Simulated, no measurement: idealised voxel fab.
The process module presented herein is designated voxel released beams.
FYI the section here is cut, 240 nm wide, cells are 5 nm squares.
Square cells in a grid make up a cross-section in this document, and the grid is given as bands, listed from the top down, each one or more rows of cells. Top, bottom (nm), then materials left to right with widths (nm); lone material tagged "all across" fills the whole band edge to edge; "empty" = empty space. Where do heights start? At 0: under that level the wafer as delivered is made of one material only. And the lowest band has no floor; it just carries on downward, as in "z 0 and below". Quick explanation for "30..40": the width changes in equal steps down the rows of cells, from the first number in the band's top row to the second number in its bottom row. Given "everything unchanged" for a step, no cell of the cross-section differs between before and after that step. In "Closed cavity list" the enclosed voids are listed, meaning empty spaces of 8 cells or larger without any opening to the top. The form is width x height at distance, distance from the left edge, units nm. On each step's line, the part that comes after the settings is the simulator's own comment on the step. overlay nm, on a step with a mask: how far to the right of its planned place the mask lay; to the left if negative.

# Set out below are the planned steps of the process
| 1 | RECEIVE: material Si |
| 2 | CONFORMAL_DEP: material Al2O3, thk nm 5 |
| 3 | DIRECTIONAL_DEP: material SiO2, thk nm 20 |
| 4 | DIRECTIONAL_DEP: material aC, thk nm 15 |
| 5 | PATTERN: tone open, mask id ANCHOR, material resist, width nm 45, thk nm 35, overlay nm 0 |
| 6 | DIRECTIONAL_ETCH: etch materials aC, depth nm 15 |
| 7 | STRIP: etch materials resist |
| 8 | DIRECTIONAL_ETCH: etch materials SiO2, depth nm 20 |
| 9 | STRIP: etch materials aC |
| 10 | CONFORMAL_DEP: material polySi, thk nm 15 |
| 11 | MASKED_ETCH: tone cover, mask id BEAM, width nm 100, etch materials polySi, depth nm 15, overlay nm 0 |
| 12 | STRIP: etch materials SiO2 |

# Received-state cross-section, reflecting completion of step 1
* z 0 and below: Si all across
* Closed cavity list: none

# The module was run from the start shown above using the plan shown above, but one mistake was made doing it; the resulting wafer cross-section is below
* z 40 to 25: 65 nm empty  65 nm polySi  110 nm empty
* z 25 to 20: 55 nm empty  15 nm polySi  45 nm SiO2  15 nm polySi  110 nm empty
* z 20 to 5: 55 nm empty  15 nm polySi  45 nm SiO2  50 nm polySi  75 nm empty
* z 5 to 0: Al2O3 all across
* z 0 and below: Si all across
* Closed cavity list: none
Which mistake was made when the wafer was run? step 5, actual vs plan mismatch, actual run PATTERN: tone cover, mask id ANCHOR, material resist, width nm 45, thk nm 35, overlay nm 0
